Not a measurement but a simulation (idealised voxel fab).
The following process module bears the name voxel double patterning.
This is section cut - it's 165 nm across, gridded in 5 nm square cells.
In what follows, cross-sections appear as grids of square cells, described through bands that run from the top down, where every band is one or more rows of cells.
Heights first: top, then bottom, in nm. Then materials, left to right, each with a width in nm. "all across" on a single material: fills the band edge to edge. "empty": empty space.
A quick word on heights: they are counted from 0, and under that level the wafer as it came to us is one material throughout. The lowest band is different from the rest in having no bottom; it simply continues downward, written as in "z 0 and below".
You'd read "30 to 40" like this: the band's top row of cells is as wide as the first number, its bottom row is as wide as the second, and going down, every row changes width by the same amount as the row before did.
"remained unchanged" for a step: no cell of the cross-section changed in that step.
In the "Enclosed void listing" entry, you get each enclosed empty space of 8 cells or more, one with no open way to the top, written width x height at distance, distance from the left edge, in nm.
If you see something after the settings on a step's line, that's the simulator's own remark about that step.
A step's line can hold "overlay nm"; with a mask on that step, the setting says how far right of the planned place the mask lay, while a negative setting says it lay to the left.

-- Process steps - plan
1,RECEIVE | material Si
2,CONFORMAL_DEP | material SiO2 | thk nm 10
3,DIRECTIONAL_DEP | material TiN | thk nm 20
4,DIRECTIONAL_DEP | material SiCN | thk nm 5
5,DIRECTIONAL_DEP | material aC | thk nm 15
6,PATTERN | tone open | mask id FIRST | material resist | width nm 15 | pitch nm 50 | thk nm 35 | overlay nm 0
7,DIRECTIONAL_ETCH | etch materials aC | depth nm 15
8,STRIP | etch materials resist
9,DIRECTIONAL_ETCH | etch materials SiCN | depth nm 5
10,STRIP | etch materials aC
11,PATTERN | tone open | mask id SECOND | material resist | width nm 15 | pitch nm 50 | thk nm 20 | overlay nm 0
12,DIRECTIONAL_ETCH | etch materials SiCN | depth nm 5
13,STRIP | etch materials resist
14,DIRECTIONAL_ETCH | etch materials TiN | depth nm 20
15,STRIP | etch materials SiCN

-- Cross-section of the wafer upon arrival, representing the state reached after step 1
* z 0 and below  Si all across
* Enclosed void listing: none

-- Sectioned view, first of two wafers, at the close of the module, processed as intended in the plan
* z 30 to 10  TiN 25  empty 15  TiN 10  empty 15  TiN 10  empty 15  TiN 10  empty 15  TiN 10  empty 15  TiN 25
* z 10 to 0  SiO2 all across
* z 0 and below  Si all across
* Enclosed void listing: none

-- Cross-section of the latter of the two wafers at module completion. It had an identical start and an identical plan to the former; in running it, one mistake was made
* z 30 to 20  SiO2 all across
* z 20 to 0  TiN all across
* z 0 and below  Si all across
* Enclosed void listing: none
Short version of what went wrong: steps 2 and 3 of the plan were each performed in the slot designated for the other
Wrapping up, a cell-based count of both wafers puts the second over or under the first for these materials: TiN: 60 more
